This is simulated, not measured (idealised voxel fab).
voxel air gaps: a process module
Section cut is 165 nm wide and gridded with 5 nm square cells.
Cross-section = grid of square cells, listed top down in bands; band = one or more rows. In this notation a band is specified by the heights of its top and bottom, in that order and in nm, after which its materials appear from left to right, each paired with its width in nm. The word "throughout" attached to a single material means that material fills the band from edge to edge; the word "empty" stands for empty space. Measure heights from 0. That's the level where, below it, the as-received wafer is all one material. The lowest band is bottomless and extends downward; write it as in "top 0, no bottom". So if you see something like "30 to 40" for the width, read it as the top row of the band sitting at the first number and the bottom row at the second, with every row in between moving by the same amount as the last. "nothing changed" (step): cross-section cells unchanged, all of them. Empty spaces counting at least 8 cells and having no open way to the top are listed in "Encapsulated voids". The notation width x height at distance is used for each, the distance being from the left edge and all three values in nm. Where a step's line continues beyond its settings, the continuation is a remark by the simulator itself on that step. What "overlay nm" on a step's line means: if the step has a mask, that mask lay this far to the right of its planned place, or, when the value is negative, to the left.
This section lists the process steps that were planned
step 1: RECEIVE, material Si
step 2: CONFORMAL_DEP, material SiO2, thk nm 10
step 3: CONFORMAL_DEP, material SiN, thk nm 5
step 4: DIRECTIONAL_DEP, material lowk, thk nm 35
step 5: PATTERN, tone open, mask id LINES, material resist, width nm 15, pitch nm 45, thk nm 20, overlay nm 0
step 6: DIRECTIONAL_ETCH, etch materials lowk, depth nm 35
step 7: STRIP, etch materials resist
step 8: CONFORMAL_DEP, material TiN, thk nm 5
step 9: FILL_DEP, material Ru, thk nm 5
step 10: CMP, height nm 50
step 11: EPI, material Ru, thk nm 10
step 12: SELECTIVE_ETCH, etch materials lowk, depth nm 45
step 13: CONFORMAL_DEP, material SiCN, thk nm 5
As received, after step 1
> top 0, no bottom: Si throughout
> Encapsulated voids: none
What the wafer looks like in cross-section after this module, when it starts as shown above and follows the plan above but one mistake is made in running it
> top 55, bottom 50: 15 nm empty | 135 nm SiCN | 15 nm empty
> top 50, bottom 40: 15 nm empty | 5 nm SiCN | 35 nm Ru | 10 nm SiCN | 35 nm Ru | 10 nm SiCN | 35 nm Ru | 5 nm SiCN | 15 nm empty
> top 40, bottom 35: 15 nm empty | 15 nm SiCN | 5 nm TiN | 5 nm Ru | 5 nm TiN | 30 nm SiCN | 5 nm TiN | 5 nm Ru | 5 nm TiN | 30 nm SiCN | 5 nm TiN | 5 nm Ru | 5 nm TiN | 15 nm SiCN | 15 nm empty
> top 35, bottom 20: 25 nm empty | 5 nm SiCN | 5 nm TiN | 5 nm Ru | 5 nm TiN | 5 nm SiCN | 20 nm empty | 5 nm SiCN | 5 nm TiN | 5 nm Ru | 5 nm TiN | 5 nm SiCN | 20 nm empty | 5 nm SiCN | 5 nm TiN | 5 nm Ru | 5 nm TiN | 5 nm SiCN | 25 nm empty
> top 20, bottom 15: 30 nm SiCN | 15 nm TiN | 30 nm SiCN | 15 nm TiN | 30 nm SiCN | 15 nm TiN | 30 nm SiCN
> top 15, bottom 10: SiN throughout
> top 10, bottom 0: SiO2 throughout
> top 0, no bottom: Si throughout
> Encapsulated voids: 20 x 15 at 50; 20 x 15 at 95
Heads up, the wafer didn't run the way we planned it: the process deviated at step 10: the operation and settings actually run there were CMP, height nm 40
